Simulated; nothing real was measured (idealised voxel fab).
process module | voxel plated lines
cross-section cut | 220 nm wide | cells 5 nm
A cross-section is a grid of square cells, given in bands from the top down. A band is one or more rows of cells.
Each band's line starts with the height of the band's top and of its bottom, in nm. Then come its materials from left to right, each with its width in nm. One material with "throughout" fills the band from edge to edge. "air" is empty space.
Height 0 is the level under which the wafer as received is all one material. The lowest band goes on downwards, as in "0 down".
A width such as "30 to 40" changes by the same amount from each row of cells to the next, from the band's top row to its bottom row.
"no change" after a step means that no cell of the cross-section changed.
closed voids: empty space of 8 cells or more with no open way to the top, each as width x height at its distance from the left edge, in nm
after a step's settings: what the simulator itself notes on the step
overlay nm, on a step with a mask: how far to the right of its planned place the mask lay; to the left if negative
plan
1 op RECEIVE | material Si
2 op CONFORMAL_DEP | material SiN | thk nm 15
3 op DIRECTIONAL_DEP | material TiN | thk nm 5
4 op PATTERN | tone open | mask id LINES | material resist | width nm 15 | pitch nm 35 | thk nm 25 | overlay nm 0
5 op EPI | material Ru | thk nm 10
6 op EPI | material Ru | thk nm 10
7 op STRIP | etch materials resist
8 op DIRECTIONAL_ETCH | etch materials TiN | depth nm 5
9 op CONFORMAL_DEP | material SiCN | thk nm 10
first wafer, as planned
as received, after step 1
  0 down: Si throughout
  closed voids: none
after step 2
  15 to 0: SiN throughout
  below 0: unchanged
after step 3
  20 to 15: TiN throughout
  below 15: unchanged
after step 4
  45 to 20: resist 85 | air 15 | resist 20 | air 15 | resist 85
  below 20: unchanged
after step 5
  45 to 30: resist 85 | air 15 | resist 20 | air 15 | resist 85
  30 to 20: resist 85 | Ru 15 | resist 20 | Ru 15 | resist 85
  below 20: unchanged
after step 6
  45 to 40: resist 85 | air 15 | resist 20 | air 15 | resist 85
  40 to 20: resist 85 | Ru 15 | resist 20 | Ru 15 | resist 85
  below 20: unchanged
after step 7
  40 to 20: air 85 | Ru 15 | air 20 | Ru 15 | air 85
  below 20: unchanged
after step 8
  40 to 20: air 85 | Ru 15 | air 20 | Ru 15 | air 85
  20 to 15: air 85 | TiN 15 | air 20 | TiN 15 | air 85
  below 15: unchanged
after step 9
  50 to 40: air 75 | SiCN 70 | air 75
  40 to 25: air 75 | SiCN 10 | Ru 15 | SiCN 20 | Ru 15 | SiCN 10 | air 75
  25 to 20: SiCN 85 | Ru 15 | SiCN 20 | Ru 15 | SiCN 85
  20 to 15: SiCN 85 | TiN 15 | SiCN 20 | TiN 15 | SiCN 85
  below 15: unchanged
second wafer: like start, like plan, one mistake. Through step 3 it matches the first wafer
when step 4 should have ended
  45 to 20: air 85 | resist 15 | air 20 | resist 15 | air 85
  below 20: unchanged
when step 5 should have ended
  45 to 30: air 85 | resist 15 | air 20 | resist 15 | air 85
  30 to 20: Ru 85 | resist 15 | Ru 20 | resist 15 | Ru 85
  below 20: unchanged
when step 6 should have ended
  45 to 40: air 85 | resist 15 | air 20 | resist 15 | air 85
  40 to 20: Ru 85 | resist 15 | Ru 20 | resist 15 | Ru 85
  below 20: unchanged
when step 7 should have ended
  40 to 20: Ru 85 | air 15 | Ru 20 | air 15 | Ru 85
  below 20: unchanged
when step 8 should have ended
  40 to 20: Ru 85 | air 15 | Ru 20 | air 15 | Ru 85
  20 to 15: TiN 85 | air 15 | TiN 20 | air 15 | TiN 85
  below 15: unchanged
when step 9 should have ended
  50 to 40: SiCN throughout
  40 to 20: Ru 85 | SiCN 15 | Ru 20 | SiCN 15 | Ru 85
  20 to 15: TiN 85 | SiCN 15 | TiN 20 | SiCN 15 | TiN 85
  below 15: unchanged
what went wrong: step 4 ran as: op PATTERN | tone cover | mask id LINES | material resist | width nm 15 | pitch nm 35 | thk nm 25 | overlay nm 0
at the end the second wafer has, in cells: 128 more of Ru | 10 fewer of SiCN | 32 more of TiN
